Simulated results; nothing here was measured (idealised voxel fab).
A process module follows: voxel lift off.
Each square cell in cross-section cut measures 5 nm, and the section as a whole is 195 nm wide.
Just so we're on the same page, the cross-sections are grids of square cells, and they're listed out in bands top to bottom, each band one or more rows deep. In this notation a band is specified by the heights of its top and bottom, in that order and in nm, after which its materials appear from left to right, each paired with its width in nm. The word "all across" attached to a single material means that material fills the band from edge to edge; the word "air" stands for empty space. Heights are expressed relative to 0, this being the level below which the as-received wafer comprises one material exclusively. The lowest band is unbounded in the downward direction and is denoted as in "z 0 and below". It should be noted that a width expressed as "30 to 40" varies in equal increments from row to row of cells within the band, taking the value of the first number at the top row and that of the second number at the bottom row. Where the words "no alteration" appear for a step, the cross-section shows no cell changed by that step; every cell remained as before. What "Voids lacking openings" gives you is every empty space of 8 cells or more that is cut off from the top. Each appears as width x height at distance, with the distance taken from the left edge and width, height and distance all in nm. Where a step's line continues beyond its settings, the continuation is a remark by the simulator itself on that step. Each step line may optionally specify "overlay nm", which for a step with a mask gives the rightward distance between the mask's planned place and where it lay, a negative value indicating the leftward direction.

Steps in the process plan
1,RECEIVE [material Si]
2,CONFORMAL_DEP [material SiO2] [thk nm 5]
3,PATTERN [tone open] [mask id LINES] [material resist] [width nm 30] [pitch nm 55] [thk nm 15] [overlay nm 0]
4,DIRECTIONAL_DEP [material Ru] [thk nm 5]
5,STRIP [etch materials resist]
6,CONFORMAL_DEP [material SiO2] [thk nm 10]

Shown in cross-section is the wafer as received, that is, as it stands after step 1
* z 0 and below = Si all across
* Voids lacking openings: none

Here's the wafer cut in cross-section after the module, started and planned just like above, except one thing was done wrong in the run
* z 20 to 15 = air 50 nm; SiO2 45 nm; air 10 nm; SiO2 45 nm; air 45 nm
* z 15 to 10 = SiO2 all across
* z 10 to 5 = SiO2 60 nm; Ru 25 nm; SiO2 30 nm; Ru 25 nm; SiO2 55 nm
* z 5 to 0 = SiO2 all across
* z 0 and below = Si all across
* Voids lacking openings: none
Deviation from plan: step 3 deviated from plan and actually ran as PATTERN [tone open] [mask id LINES] [material resist] [width nm 25] [pitch nm 55] [thk nm 15] [overlay nm 0]
